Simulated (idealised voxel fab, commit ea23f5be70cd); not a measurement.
Process module name: voxel wiring stack
Pictured: cross-section cut, 260 nm wide, on a grid of 5 nm square cells.
Cross-section layout: square cells on a grid; listed as bands, top to bottom; a band spans one or more cell rows. Top height, bottom height, nm. Materials left to right, width each, nm. Single material + "throughout" = fills band edge to edge. "empty" = empty. Height is counted from the level 0, under which the received wafer is composed throughout of one material. The lowest of the bands is not closed at the bottom but continues downward, in the notation "0 and below". Width: "30->40" (first number = top row, second number = bottom row, same change from row to row of cells). Basically "no modification" means that step didn't change any cell in the cross-section. Any empty space of 8 cells or more lacking an open way to the top shows up in "Closed internal voids" as width x height at distance, distance from the left edge, in nm. On each step's line, the part that comes after the settings is the simulator's own comment on the step. "overlay nm" on a masked step: distance the mask lay right of its planned place, negative for left.
This section lists the process steps that were planned
1) RECEIVE with material Si
2) CONFORMAL_DEP with material SiO2, thk nm 15
3) CONFORMAL_DEP with material SiCN, thk nm 5
4) DIRECTIONAL_DEP with material lowk, thk nm 15
5) DIRECTIONAL_DEP with material aC, thk nm 10
6) PATTERN with tone open, mask id METAL_1, material resist, width nm 20, pitch nm 40, thk nm 25, overlay nm 0
7) DIRECTIONAL_ETCH with etch materials aC, depth nm 10
8) STRIP with etch materials resist
9) DIRECTIONAL_ETCH with etch materials lowk, depth nm 15
10) DIRECTIONAL_ETCH with etch materials SiCN, depth nm 5
11) STRIP with etch materials aC
12) CONFORMAL_DEP with material TiN, thk nm 5
13) FILL_DEP with material Cu, thk nm 5
14) CMP with height nm 35
15) EPI with material Ru, thk nm 5
16) FILL_DEP with material SiCN, thk nm 5
17) DIRECTIONAL_DEP with material SiO2, thk nm 15
18) DIRECTIONAL_DEP with material aC, thk nm 15
19) PATTERN with tone open, mask id PLUG_1, material resist, width nm 15, pitch nm 40, thk nm 30, overlay nm 0
20) DIRECTIONAL_ETCH with etch materials aC, depth nm 15
21) STRIP with etch materials resist
22) DIRECTIONAL_ETCH with etch materials SiO2, depth nm 15
23) DIRECTIONAL_ETCH with etch materials SiCN, depth nm 5
24) STRIP with etch materials aC
25) EPI with material Ru, thk nm 10
26) EPI with material Ru, thk nm 10
27) CONFORMAL_DEP with material SiCN, thk nm 5
28) DIRECTIONAL_DEP with material lowk, thk nm 20
29) PATTERN with tone open, mask id METAL_2, material resist, width nm 20, pitch nm 40, thk nm 15, overlay nm 0
30) DIRECTIONAL_ETCH with etch materials lowk, depth nm 20
31) DIRECTIONAL_ETCH with etch materials SiCN, depth nm 5
32) STRIP with etch materials resist
33) CONFORMAL_DEP with material TiN, thk nm 5
34) FILL_DEP with material W, thk nm 5
35) CMP with height nm 85
36) CONFORMAL_DEP with material SiCN, thk nm 5
37) DIRECTIONAL_DEP with material lowk, thk nm 30
38) MASKED_ETCH with tone open, mask id METAL_3, width nm 20, pitch nm 40, etch materials lowk, depth nm 15, overlay nm 0
39) MASKED_ETCH with tone open, mask id METAL_3_HOLES, width nm 15, pitch nm 40, etch materials lowk, depth nm 15, overlay nm 0
40) MASKED_ETCH with tone open, mask id METAL_3_HOLES, width nm 15, pitch nm 40, etch materials SiCN, depth nm 5, overlay nm 0
41) CONFORMAL_DEP with material TiN, thk nm 5
42) FILL_DEP with material Cu, thk nm 5
43) CMP with height nm 120
44) CONFORMAL_DEP with material SiCN, thk nm 5
45) DIRECTIONAL_DEP with material SiO2, thk nm 20
46) MASKED_ETCH with tone open, mask id PLUG_3, width nm 15, pitch nm 40, etch materials SiO2, depth nm 20, overlay nm 0
47) MASKED_ETCH with tone open, mask id PLUG_3, width nm 15, pitch nm 40, etch materials SiCN, depth nm 5, overlay nm 0
48) EPI with material Ru, thk nm 10
49) EPI with material Ru, thk nm 10
50) EPI with material Ru, thk nm 5
51) DIRECTIONAL_DEP with material TiN, thk nm 5
52) DIRECTIONAL_DEP with material W, thk nm 25
53) MASKED_ETCH with tone cover, mask id METAL_4, width nm 20, pitch nm 40, etch materials W, depth nm 25, overlay nm 0
54) MASKED_ETCH with tone cover, mask id METAL_4, width nm 20, pitch nm 40, etch materials TiN, depth nm 5, overlay nm 0
55) CONFORMAL_DEP with material SiCN, thk nm 5
56) FILL_DEP with material SiO2, thk nm 5
57) CMP with height nm 175
58) CONFORMAL_DEP with material SiCN, thk nm 5
As-received state of the wafer in cross-section, equivalent to post-step 1
	0 and below | Si throughout
	Closed internal voids: none
Figure: cross-sectional view of the wafer upon completion of the module, processed from the initial state and according to the plan depicted above, with one error introduced during execution
	180 down to 175 | SiCN throughout
	175 down to 150 | 75 of SiO2, then 5 of SiCN, then 20 of W, then 5 of SiCN, then 10 of SiO2, then 5 of SiCN, then 20 of W, then 5 of SiCN, then 10 of SiO2, then 5 of SiCN, then 20 of W, then 5 of SiCN, then 75 of SiO2
	150 down to 145 | 80 of SiCN, then 20 of TiN, then 20 of SiCN, then 20 of TiN, then 20 of SiCN, then 20 of TiN, then 80 of SiCN
	145 down to 125 | 80 of SiO2, then 15 of Ru, then 25 of SiO2, then 15 of Ru, then 25 of SiO2, then 15 of Ru, then 85 of SiO2
	125 down to 120 | 80 of SiCN, then 15 of Ru, then 25 of SiCN, then 15 of Ru, then 25 of SiCN, then 15 of Ru, then 85 of SiCN
	120 down to 110 | 80 of lowk, then 5 of TiN, then 10 of Cu, then 5 of TiN, then 20 of lowk, then 5 of TiN, then 10 of Cu, then 5 of TiN, then 20 of lowk, then 5 of TiN, then 10 of Cu, then 5 of TiN, then 80 of lowk
	110 down to 105 | 80 of lowk, then 5 of TiN, then 5 of Cu, then 10 of TiN, then 20 of lowk, then 5 of TiN, then 5 of Cu, then 10 of TiN, then 20 of lowk, then 5 of TiN, then 5 of Cu, then 10 of TiN, then 80 of lowk
	105 down to 90 | 80 of lowk, then 5 of TiN, then 5 of Cu, then 5 of TiN, then 25 of lowk, then 5 of TiN, then 5 of Cu, then 5 of TiN, then 25 of lowk, then 5 of TiN, then 5 of Cu, then 5 of TiN, then 85 of lowk
	90 down to 85 | 80 of SiCN, then 15 of TiN, then 25 of SiCN, then 15 of TiN, then 25 of SiCN, then 15 of TiN, then 85 of SiCN
	85 down to 80 | 70 of TiN, then 10 of lowk, then 5 of TiN, then 10 of W, then 5 of TiN, then 5 of lowk, then 5 of TiN, then 10 of lowk, then 5 of TiN, then 10 of W, then 5 of TiN, then 5 of lowk, then 5 of TiN, then 10 of lowk, then 5 of TiN, then 10 of W, then 5 of TiN, then 5 of lowk, then 75 of TiN
	80 down to 65 | 80 of lowk, then 5 of TiN, then 10 of W, then 5 of TiN, then 20 of lowk, then 5 of TiN, then 10 of W, then 5 of TiN, then 20 of lowk, then 5 of TiN, then 10 of W, then 5 of TiN, then 80 of lowk
	65 down to 60 | 70 of lowk, then 10 of SiCN, then 20 of TiN, then 5 of SiCN, then 5 of lowk, then 10 of SiCN, then 20 of TiN, then 5 of SiCN, then 5 of lowk, then 10 of SiCN, then 20 of TiN, then 5 of SiCN, then 75 of lowk
	60 down to 55 | 75 of SiCN, then 25 of Ru, then 15 of SiCN, then 25 of Ru, then 15 of SiCN, then 25 of Ru, then 80 of SiCN
	55 down to 45 | 80 of SiO2, then 15 of Ru, then 25 of SiO2, then 15 of Ru, then 25 of SiO2, then 15 of Ru, then 85 of SiO2
	45 down to 35 | 80->75 of SiCN, then 15->30 of Ru, then 25->10 of SiCN, then 15->30 of Ru, then 25->10 of SiCN, then 15->30 of Ru, then 85->75 of SiCN
	35 down to 20 | 80 of lowk, then 5 of TiN, then 10 of Cu, then 5 of TiN, then 20 of lowk, then 5 of TiN, then 10 of Cu, then 5 of TiN, then 20 of lowk, then 5 of TiN, then 10 of Cu, then 5 of TiN, then 80 of lowk
	20 down to 15 | 80 of SiCN, then 20 of TiN, then 20 of SiCN, then 20 of TiN, then 20 of SiCN, then 20 of TiN, then 80 of SiCN
	15 down to 0 | SiO2 throughout
	0 and below | Si throughout
	Closed internal voids: none
So what did we get wrong on this run? step 17 was run on a setting that differed from the plan, and what really ran there is DIRECTIONAL_DEP with material SiO2, thk nm 10
